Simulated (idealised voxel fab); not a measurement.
The process module presented herein is designated voxel capacitor over wiring.
Section shown: cut. Width: 255 nm. Cell size: 5 nm, square.
Cross-section spec: square-cell grid; bands listed top down; each band is one or more rows. Top, bottom (nm), then materials left to right with widths (nm); lone material tagged "everywhere" fills the whole band edge to edge; "empty" = empty space. Convention: height 0 is the level below which the wafer, as received, is all one material. The lowest band does not terminate at the bottom but continues downward, represented as "z 0 and below". The width entry "30->40" should be interpreted row by row: the top row of cells in the band takes the first number, the bottom row takes the second number, and the change between adjacent rows is uniform throughout. Where a step carries "remained unchanged", the cross-section came out of it unchanged, cell for cell. Any empty space of 8 cells or more lacking an open way to the top shows up in "Enclosed cavities" as width x height at distance, distance from the left edge, in nm. after a step's settings: what the simulator itself notes on the step. Among the settings permitted on a step's line is "overlay nm"; applied to a step with a mask, it specifies the extent to which the mask lay to the right of its planned position, whereas a negative figure signifies a position to the left.
## Process steps - plan
1. RECEIVE | material Si
2. CONFORMAL_DEP | material SiO2 | thk nm 10
3. CONFORMAL_DEP | material SiCN | thk nm 5
4. DIRECTIONAL_DEP | material lowk | thk nm 20
5. DIRECTIONAL_DEP | material aC | thk nm 10
6. PATTERN | tone open | mask id METAL_1 | material resist | width nm 30 | pitch nm 80 | thk nm 25 | overlay nm 0
7. DIRECTIONAL_ETCH | etch materials aC | depth nm 10
8. STRIP | etch materials resist
9. DIRECTIONAL_ETCH | etch materials lowk | depth nm 20
10. DIRECTIONAL_ETCH | etch materials SiCN | depth nm 5
11. STRIP | etch materials aC
12. CONFORMAL_DEP | material TiN | thk nm 5
13. FILL_DEP | material Cu | thk nm 5
14. CMP | height nm 35
15. CONFORMAL_DEP | material SiCN | thk nm 5
16. DIRECTIONAL_DEP | material lowk | thk nm 10
17. MASKED_ETCH | tone open | mask id PLUG_1 | width nm 15 | etch materials lowk | depth nm 10 | overlay nm 0
18. MASKED_ETCH | tone open | mask id PLUG_1 | width nm 15 | etch materials SiCN | depth nm 5 | overlay nm 0
19. EPI | material Ru | thk nm 10
20. EPI | material Ru | thk nm 5
21. DIRECTIONAL_DEP | material TiN | thk nm 10
22. DIRECTIONAL_DEP | material Al2O3 | thk nm 5
23. DIRECTIONAL_DEP | material TiN | thk nm 10
24. PATTERN | tone cover | mask id UPPER_PLATE | material resist | width nm 55 | thk nm 20 | overlay nm 0
25. DIRECTIONAL_ETCH | etch materials TiN | depth nm 10
26. DIRECTIONAL_ETCH | etch materials Al2O3 | depth nm 5
27. STRIP | etch materials resist
28. MASKED_ETCH | tone cover | mask id LOWER_PLATE | width nm 65 | etch materials TiN | depth nm 10 | overlay nm 0
29. FILL_DEP | material SiO2 | thk nm 15
30. CMP | height nm 85
31. MASKED_ETCH | tone open | mask id PLUG_2 | width nm 15 | etch materials SiO2 | depth nm 10 | overlay nm 0
32. CONFORMAL_DEP | material TiN | thk nm 5
33. FILL_DEP | material Ru | thk nm 5
34. CMP | height nm 85
35. CONFORMAL_DEP | material SiN | thk nm 5
## On the first of the two wafers: run conducted according to plan
## Cross-section: wafer on arrival = after step 1
- z 0 and below | Si everywhere
- Enclosed cavities: none
## Take a look at the wafer's cross-section after step 2
- z 10 to 0 | SiO2 everywhere
- Below 0, no change.
## Take a look at the wafer's cross-section after step 3
- z 15 to 10 | SiCN everywhere
- Below 10, no change.
## Take a look at the wafer's cross-section after step 4
- z 35 to 15 | lowk everywhere
- Below 15, no change.
## Take a look at the wafer's cross-section after step 5
- z 45 to 35 | aC everywhere
- Below 35, no change.
## Take a look at the wafer's cross-section after step 6
- z 70 to 45 | resist 70, empty 30, resist 50, empty 30, resist 75
- Below 45, no change.
## Take a look at the wafer's cross-section after step 7
- z 60 to 45 | resist 70, empty 30, resist 50, empty 30, resist 75
- z 45 to 35 | aC 70, empty 30, aC 50, empty 30, aC 75
- Below 35, no change.
## Take a look at the wafer's cross-section after step 8
- z 45 to 35 | aC 70, empty 30, aC 50, empty 30, aC 75
- Below 35, no change.
## Take a look at the wafer's cross-section after step 9
- z 45 to 35 | aC 70, empty 30, aC 50, empty 30, aC 75
- z 35 to 15 | lowk 70, empty 30, lowk 50, empty 30, lowk 75
- Below 15, no change.
## Take a look at the wafer's cross-section after step 10
- z 45 to 35 | aC 70, empty 30, aC 50, empty 30, aC 75
- z 35 to 15 | lowk 70, empty 30, lowk 50, empty 30, lowk 75
- z 15 to 10 | SiCN 70, empty 30, SiCN 50, empty 30, SiCN 75
- Below 10, no change.
## Take a look at the wafer's cross-section after step 11
- z 35 to 15 | lowk 70, empty 30, lowk 50, empty 30, lowk 75
- Below 15, no change.
## Take a look at the wafer's cross-section after step 12
- z 40 to 35 | TiN 75, empty 20, TiN 60, empty 20, TiN 80
- z 35 to 15 | lowk 70, TiN 5, empty 20, TiN 5, lowk 50, TiN 5, empty 20, TiN 5, lowk 75
- z 15 to 10 | SiCN 70, TiN 30, SiCN 50, TiN 30, SiCN 75
- Below 10, no change.
## Take a look at the wafer's cross-section after step 13
- z 45 to 40 | Cu everywhere
- z 40 to 35 | TiN 75, Cu 20, TiN 60, Cu 20, TiN 80
- z 35 to 15 | lowk 70, TiN 5, Cu 20, TiN 5, lowk 50, TiN 5, Cu 20, TiN 5, lowk 75
- Below 15, no change.
## Take a look at the wafer's cross-section after step 14
- z 35 to 15 | lowk 70, TiN 5, Cu 20, TiN 5, lowk 50, TiN 5, Cu 20, TiN 5, lowk 75
- Below 15, no change.
## Take a look at the wafer's cross-section after step 15
- z 40 to 35 | SiCN everywhere
- Below 35, no change.
## Take a look at the wafer's cross-section after step 16
- z 50 to 40 | lowk everywhere
- Below 40, no change.
## Take a look at the wafer's cross-section after step 17
- z 50 to 40 | lowk 85, empty 15, lowk 155
- Below 40, no change.
## Take a look at the wafer's cross-section after step 18
- z 50 to 40 | lowk 85, empty 15, lowk 155
- z 40 to 35 | SiCN 85, empty 15, SiCN 155
- Below 35, no change.
## Take a look at the wafer's cross-section after step 19
- z 50 to 45 | lowk 85, empty 15, lowk 155
- z 45 to 40 | lowk 85, Ru 15, lowk 155
- z 40 to 35 | SiCN 85, Ru 15, SiCN 155
- Below 35, no change.
## Take a look at the wafer's cross-section after step 20
- z 50 to 40 | lowk 85, Ru 15, lowk 155
- Below 40, no change.
## Take a look at the wafer's cross-section after step 21
- z 60 to 50 | TiN everywhere
- Below 50, no change.
## Take a look at the wafer's cross-section after step 22
- z 65 to 60 | Al2O3 everywhere
- Below 60, no change.
## Take a look at the wafer's cross-section after step 23
- z 75 to 65 | TiN everywhere
- Below 65, no change.
## Take a look at the wafer's cross-section after step 24
- z 95 to 75 | empty 85, resist 55, empty 115
- Below 75, no change.
## Take a look at the wafer's cross-section after step 25
- z 95 to 75 | empty 85, resist 55, empty 115
- z 75 to 65 | empty 85, TiN 55, empty 115
- Below 65, no change.
## Take a look at the wafer's cross-section after step 26
- z 95 to 75 | empty 85, resist 55, empty 115
- z 75 to 65 | empty 85, TiN 55, empty 115
- z 65 to 60 | empty 85, Al2O3 55, empty 115
- Below 60, no change.
## Take a look at the wafer's cross-section after step 27
- z 75 to 65 | empty 85, TiN 55, empty 115
- Below 65, no change.
## Take a look at the wafer's cross-section after step 28
- z 75 to 65 | empty 85, TiN 55, empty 115
- z 65 to 60 | empty 85, Al2O3 55, empty 115
- z 60 to 50 | empty 80, TiN 65, empty 110
- Below 50, no change.
## Take a look at the wafer's cross-section after step 29
- z 90 to 75 | SiO2 everywhere
- z 75 to 65 | SiO2 85, TiN 55, SiO2 115
- z 65 to 60 | SiO2 85, Al2O3 55, SiO2 115
- z 60 to 50 | SiO2 80, TiN 65, SiO2 110
- Below 50, no change.
## Take a look at the wafer's cross-section after step 30
- z 85 to 75 | SiO2 everywhere
- Below 75, no change.
## Take a look at the wafer's cross-section after step 31
- z 85 to 75 | SiO2 95, empty 15, SiO2 145
- Below 75, no change.
## Take a look at the wafer's cross-section after step 32
- z 90 to 85 | TiN 100, empty 5, TiN 150
- z 85 to 80 | SiO2 95, TiN 5, empty 5, TiN 5, SiO2 145
- z 80 to 75 | SiO2 95, TiN 15, SiO2 145
- Below 75, no change.
## Take a look at the wafer's cross-section after step 33
- z 95 to 90 | Ru everywhere
- z 90 to 85 | TiN 100, Ru 5, TiN 150
- z 85 to 80 | SiO2 95, TiN 5, Ru 5, TiN 5, SiO2 145
- Below 80, no change.
## Take a look at the wafer's cross-section after step 34
- z 85 to 80 | SiO2 95, TiN 5, Ru 5, TiN 5, SiO2 145
- Below 80, no change.
## Take a look at the wafer's cross-section after step 35
- z 90 to 85 | SiN everywhere
- Below 85, no change.
## What follows concerns the second wafer, which started out like the first and was meant to follow the very same plan; one mistake crept in when it was run, but everything up to and including step 1 is the same as for the first wafer
## Cross-section, second wafer, at the end time the plan gives for step 2
- z 15 to 0 | SiO2 everywhere
- Below 0, no change.
## Cross-section, second wafer, at the end time the plan gives for step 3
- z 20 to 15 | SiCN everywhere
- Below 15, no change.
## Cross-section, second wafer, at the end time the plan gives for step 4
- z 40 to 20 | lowk everywhere
- Below 20, no change.
## Cross-section, second wafer, at the end time the plan gives for step 5
- z 50 to 40 | aC everywhere
- Below 40, no change.
## Cross-section, second wafer, at the end time the plan gives for step 6
- z 75 to 50 | resist 70, empty 30, resist 50, empty 30, resist 75
- Below 50, no change.
## Cross-section, second wafer, at the end time the plan gives for step 7
- z 65 to 50 | resist 70, empty 30, resist 50, empty 30, resist 75
- z 50 to 40 | aC 70, empty 30, aC 50, empty 30, aC 75
- Below 40, no change.
## Cross-section, second wafer, at the end time the plan gives for step 8
- z 50 to 40 | aC 70, empty 30, aC 50, empty 30, aC 75
- Below 40, no change.
## Cross-section, second wafer, at the end time the plan gives for step 9
- z 50 to 40 | aC 70, empty 30, aC 50, empty 30, aC 75
- z 40 to 20 | lowk 70, empty 30, lowk 50, empty 30, lowk 75
- Below 20, no change.
## Cross-section, second wafer, at the end time the plan gives for step 10
- z 50 to 40 | aC 70, empty 30, aC 50, empty 30, aC 75
- z 40 to 20 | lowk 70, empty 30, lowk 50, empty 30, lowk 75
- z 20 to 15 | SiCN 70, empty 30, SiCN 50, empty 30, SiCN 75
- Below 15, no change.
## Cross-section, second wafer, at the end time the plan gives for step 11
- z 40 to 20 | lowk 70, empty 30, lowk 50, empty 30, lowk 75
- Below 20, no change.
## Cross-section, second wafer, at the end time the plan gives for step 12
- z 45 to 40 | TiN 75, empty 20, TiN 60, empty 20, TiN 80
- z 40 to 20 | lowk 70, TiN 5, empty 20, TiN 5, lowk 50, TiN 5, empty 20, TiN 5, lowk 75
- z 20 to 15 | SiCN 70, TiN 30, SiCN 50, TiN 30, SiCN 75
- Below 15, no change.
## Cross-section, second wafer, at the end time the plan gives for step 13
- z 50 to 45 | Cu everywhere
- z 45 to 40 | TiN 75, Cu 20, TiN 60, Cu 20, TiN 80
- z 40 to 20 | lowk 70, TiN 5, Cu 20, TiN 5, lowk 50, TiN 5, Cu 20, TiN 5, lowk 75
- Below 20, no change.
## Cross-section, second wafer, at the end time the plan gives for step 14
- z 35 to 20 | lowk 70, TiN 5, Cu 20, TiN 5, lowk 50, TiN 5, Cu 20, TiN 5, lowk 75
- Below 20, no change.
## Cross-section, second wafer, at the end time the plan gives for step 15
- z 40 to 35 | SiCN everywhere
- Below 35, no change.
## Cross-section, second wafer, at the end time the plan gives for step 16
- z 50 to 40 | lowk everywhere
- Below 40, no change.
## Cross-section, second wafer, at the end time the plan gives for step 17
- z 50 to 40 | lowk 85, empty 15, lowk 155
- Below 40, no change.
## Cross-section, second wafer, at the end time the plan gives for step 18
- z 50 to 40 | lowk 85, empty 15, lowk 155
- z 40 to 35 | SiCN 85, empty 15, SiCN 155
- Below 35, no change.
## Cross-section, second wafer, at the end time the plan gives for step 19
- z 50 to 45 | lowk 85, empty 15, lowk 155
- z 45 to 40 | lowk 85, Ru 15, lowk 155
- z 40 to 35 | SiCN 85, Ru 15, SiCN 155
- Below 35, no change.
## Cross-section, second wafer, at the end time the plan gives for step 20
- z 50 to 40 | lowk 85, Ru 15, lowk 155
- Below 40, no change.
## Cross-section, second wafer, at the end time the plan gives for step 21
- z 60 to 50 | TiN everywhere
- Below 50, no change.
## Cross-section, second wafer, at the end time the plan gives for step 22
- z 65 to 60 | Al2O3 everywhere
- Below 60, no change.
## Cross-section, second wafer, at the end time the plan gives for step 23
- z 75 to 65 | TiN everywhere
- Below 65, no change.
## Cross-section, second wafer, at the end time the plan gives for step 24
- z 95 to 75 | empty 85, resist 55, empty 115
- Below 75, no change.
## Cross-section, second wafer, at the end time the plan gives for step 25
- z 95 to 75 | empty 85, resist 55, empty 115
- z 75 to 65 | empty 85, TiN 55, empty 115
- Below 65, no change.
## Cross-section, second wafer, at the end time the plan gives for step 26
- z 95 to 75 | empty 85, resist 55, empty 115
- z 75 to 65 | empty 85, TiN 55, empty 115
- z 65 to 60 | empty 85, Al2O3 55, empty 115
- Below 60, no change.
## Cross-section, second wafer, at the end time the plan gives for step 27
- z 75 to 65 | empty 85, TiN 55, empty 115
- Below 65, no change.
## Cross-section, second wafer, at the end time the plan gives for step 28
- z 75 to 65 | empty 85, TiN 55, empty 115
- z 65 to 60 | empty 85, Al2O3 55, empty 115
- z 60 to 50 | empty 80, TiN 65, empty 110
- Below 50, no change.
## Cross-section, second wafer, at the end time the plan gives for step 29
- z 90 to 75 | SiO2 everywhere
- z 75 to 65 | SiO2 85, TiN 55, SiO2 115
- z 65 to 60 | SiO2 85, Al2O3 55, SiO2 115
- z 60 to 50 | SiO2 80, TiN 65, SiO2 110
- Below 50, no change.
## Cross-section, second wafer, at the end time the plan gives for step 30
- z 85 to 75 | SiO2 everywhere
- Below 75, no change.
## Cross-section, second wafer, at the end time the plan gives for step 31
- z 85 to 75 | SiO2 95, empty 15, SiO2 145
- Below 75, no change.
## Cross-section, second wafer, at the end time the plan gives for step 32
- z 90 to 85 | TiN 100, empty 5, TiN 150
- z 85 to 80 | SiO2 95, TiN 5, empty 5, TiN 5, SiO2 145
- z 80 to 75 | SiO2 95, TiN 15, SiO2 145
- Below 75, no change.
## Cross-section, second wafer, at the end time the plan gives for step 33
- z 95 to 90 | Ru everywhere
- z 90 to 85 | TiN 100, Ru 5, TiN 150
- z 85 to 80 | SiO2 95, TiN 5, Ru 5, TiN 5, SiO2 145
- Below 80, no change.
## Cross-section, second wafer, at the end time the plan gives for step 34
- z 85 to 80 | SiO2 95, TiN 5, Ru 5, TiN 5, SiO2 145
- Below 80, no change.
## Cross-section, second wafer, at the end time the plan gives for step 35
- z 90 to 85 | SiN everywhere
- Below 85, no change.
What was the processing mistake? step 2 was processed under conditions differing from the plan, specifically as CONFORMAL_DEP | material SiO2 | thk nm 15
Wrapping up, a cell-based count of both wafers puts the second over or under the first for these materials: -8 Cu, +51 SiO2, -4 TiN, -39 lowk
